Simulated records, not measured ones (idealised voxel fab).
voxel spacer lines: a process module
Displayed cross-section: cut, width of 225 nm, square cells sized 5 nm.
A cross-section is written here as square cells arranged in a grid, and it is given in bands from the top down, each band taking up one or more rows of cells.
Each band's line starts with the height of the band's top and of its bottom, in nm. Then come its materials from left to right, each with its width in nm. One material with "edge to edge" fills the band from edge to edge. "empty" is empty space.
Heads up on the height convention: 0 is the point under which the incoming wafer is all one material, and the lowest band has no bottom, it just keeps going down, like "0..down".
Read "30 to 40" as a graded width: first number on top, second number at the bottom, same change between each pair of neighbouring rows.
No cell of the cross-section changed in a step that is given as "stayed the same".
The entry "Closed void register" lists the empty spaces that cover at least 8 cells and have no open path to the top. Each is written as width x height at distance, where the distance is measured from the left edge and all three values are in nm.
Formally, on a step line, whatever follows the settings is a remark that the simulator itself makes on the step.
"overlay nm" on a masked step: distance the mask lay right of its planned place, negative for left.
Process steps foreseen in the plan
| 1 | op RECEIVE | material Si |
| 2 | op CONFORMAL_DEP | material SiO2 | thk nm 5 |
| 3 | op DIRECTIONAL_DEP | material TiN | thk nm 20 |
| 4 | op DIRECTIONAL_DEP | material polySi | thk nm 25 |
| 5 | op PATTERN | tone cover | mask id MANDREL | material resist | width nm 15 | pitch nm 50 | thk nm 35 | overlay nm 0 |
| 6 | op DIRECTIONAL_ETCH | etch materials polySi | depth nm 25 |
| 7 | op STRIP | etch materials resist |
| 8 | op CONFORMAL_DEP | material SiN | thk nm 10 |
| 9 | op DIRECTIONAL_ETCH | etch materials SiN | depth nm 10 |
| 10 | op STRIP | etch materials polySi |
| 11 | op DIRECTIONAL_ETCH | etch materials TiN | depth nm 20 |
| 12 | op STRIP | etch materials SiN |
As received (post step 1): cross-section
	0..down | Si edge to edge
	Closed void register: none
Starting structure and process plan are as shown above, but one mistake was made in running the module; the wafer cross-section at the end of the module follows
	25..5 | 55 nm empty, then 10 nm TiN, then 15 nm empty, then 10 nm TiN, then 15 nm empty, then 10 nm TiN, then 15 nm empty, then 10 nm TiN, then 15 nm empty, then 10 nm TiN, then 15 nm empty, then 10 nm TiN, then 35 nm empty
	5..0 | SiO2 edge to edge
	0..down | Si edge to edge
	Closed void register: none
Short version of what went wrong: rather than as planned, step 5 actually ran as op PATTERN | tone cover | mask id MANDREL | material resist | width nm 15 | pitch nm 50 | thk nm 35 | overlay nm 10
